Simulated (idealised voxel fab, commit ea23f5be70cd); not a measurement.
process module | voxel capacitor over wiring
cross-section cut | 290 nm wide | cells 5 nm
A cross-section is a grid of square cells, given in bands from the top down. A band is one or more rows of cells.
Each band's line starts with the height of the band's top and of its bottom, in nm. Then come its materials from left to right, each with its width in nm. One material with "throughout" fills the band from edge to edge. "air" is empty space.
Height 0 is the level under which the wafer as received is all one material. The lowest band goes on downwards, as in "0 down".
A width such as "30 to 40" changes by the same amount from each row of cells to the next, from the band's top row to its bottom row.
"no change" after a step means that no cell of the cross-section changed.
closed voids: empty space of 8 cells or more with no open way to the top, each as width x height at its distance from the left edge, in nm
after a step's settings: what the simulator itself notes on the step
overlay nm, on a step with a mask: how far to the right of its planned place the mask lay; to the left if negative
plan
1 op RECEIVE | material Si
2 op CONFORMAL_DEP | material SiO2 | thk nm 10
3 op CONFORMAL_DEP | material SiCN | thk nm 5
4 op DIRECTIONAL_DEP | material SiO2 | thk nm 25
5 op PATTERN | tone open | mask id METAL_1 | material resist | width nm 20 | pitch nm 80 | thk nm 15 | overlay nm 0
6 op DIRECTIONAL_ETCH | etch materials SiO2 | depth nm 25
7 op DIRECTIONAL_ETCH | etch materials SiCN | depth nm 5
8 op STRIP | etch materials resist
9 op CONFORMAL_DEP | material TiN | thk nm 5
10 op FILL_DEP | material Cu | thk nm 10
11 op CMP | height nm 40
12 op CONFORMAL_DEP | material SiCN | thk nm 5
13 op DIRECTIONAL_DEP | material lowk | thk nm 15
14 op MASKED_ETCH | tone open | mask id PLUG_1 | width nm 15 | etch materials lowk | depth nm 15 | overlay nm 0
15 op MASKED_ETCH | tone open | mask id PLUG_1 | width nm 15 | etch materials SiCN | depth nm 5 | overlay nm 0
16 op CONFORMAL_DEP | material TiN | thk nm 5
17 op FILL_DEP | material Cu | thk nm 10
18 op CMP | height nm 60
19 op DIRECTIONAL_DEP | material TiN | thk nm 10
20 op DIRECTIONAL_DEP | material Al2O3 | thk nm 5
21 op DIRECTIONAL_DEP | material TiN | thk nm 5
22 op DIRECTIONAL_DEP | material aC | thk nm 15
23 op PATTERN | tone cover | mask id UPPER_PLATE | material resist | width nm 65 | thk nm 35 | overlay nm 0
24 op DIRECTIONAL_ETCH | etch materials aC | depth nm 15
25 op STRIP | etch materials resist
26 op DIRECTIONAL_ETCH | etch materials TiN | depth nm 5
27 op DIRECTIONAL_ETCH | etch materials Al2O3 | depth nm 5
28 op STRIP | etch materials aC
29 op PATTERN | tone cover | mask id LOWER_PLATE | material resist | width nm 75 | thk nm 20 | overlay nm 0
30 op DIRECTIONAL_ETCH | etch materials TiN | depth nm 10
31 op STRIP | etch materials resist
32 op FILL_DEP | material SiO2 | thk nm 15
33 op CMP | height nm 90
34 op DIRECTIONAL_DEP | material aC | thk nm 10
35 op PATTERN | tone open | mask id PLUG_2 | material resist | width nm 15 | thk nm 25 | overlay nm 0
36 op DIRECTIONAL_ETCH | etch materials aC | depth nm 10
37 op STRIP | etch materials resist
38 op DIRECTIONAL_ETCH | etch materials SiO2 | depth nm 10
39 op STRIP | etch materials aC
40 op CONFORMAL_DEP | material TiN | thk nm 5
41 op FILL_DEP | material Ru | thk nm 5
42 op CMP | height nm 90
43 op CONFORMAL_DEP | material SiN | thk nm 5
as received, after step 1
  0 down: Si throughout
  closed voids: none
first wafer at the end, as planned
  95 to 90: SiN throughout
  90 to 85: SiO2 110 | TiN 5 | Ru 5 | TiN 5 | SiO2 165
  85 to 75: SiO2 110 to 100 | TiN 15 to 65 | SiO2 165 to 125
  75 to 70: SiO2 100 | Al2O3 65 | SiO2 125
  70 to 60: SiO2 95 | TiN 75 | SiO2 120
  60 to 45: lowk 100 | TiN 5 | Cu 5 | TiN 5 | lowk 175
  45 to 40: SiCN 100 | TiN 15 | SiCN 175
  40 to 15: SiO2 95 | TiN 5 | Cu 10 | TiN 5 | SiO2 60 | TiN 5 | Cu 10 | TiN 5 | SiO2 95
  15 to 10: SiCN 95 | TiN 20 | SiCN 60 | TiN 20 | SiCN 95
  10 to 0: SiO2 throughout
  0 down: Si throughout
  closed voids: none
second wafer at the end: like start, like plan, one mistake
  95 to 90: SiN throughout
  90 to 85: SiO2 100 | TiN 65 | SiO2 125
  85 to 80: SiO2 100 | Al2O3 65 | SiO2 125
  80 to 70: Al2O3 throughout
  70 to 60: TiN throughout
  60 to 45: lowk 100 | TiN 5 | Cu 5 | TiN 5 | lowk 175
  45 to 40: SiCN 100 | TiN 15 | SiCN 175
  40 to 15: SiO2 95 | TiN 5 | Cu 10 | TiN 5 | SiO2 60 | TiN 5 | Cu 10 | TiN 5 | SiO2 95
  15 to 10: SiCN 95 | TiN 20 | SiCN 60 | TiN 20 | SiCN 95
  10 to 0: SiO2 throughout
  0 down: Si throughout
  closed voids: none
what went wrong: step 20 ran as: op DIRECTIONAL_DEP | material Al2O3 | thk nm 15
at the end the second wafer has, in cells: 116 more of Al2O3 | 1 fewer of Ru | 196 fewer of SiO2 | 81 more of TiN
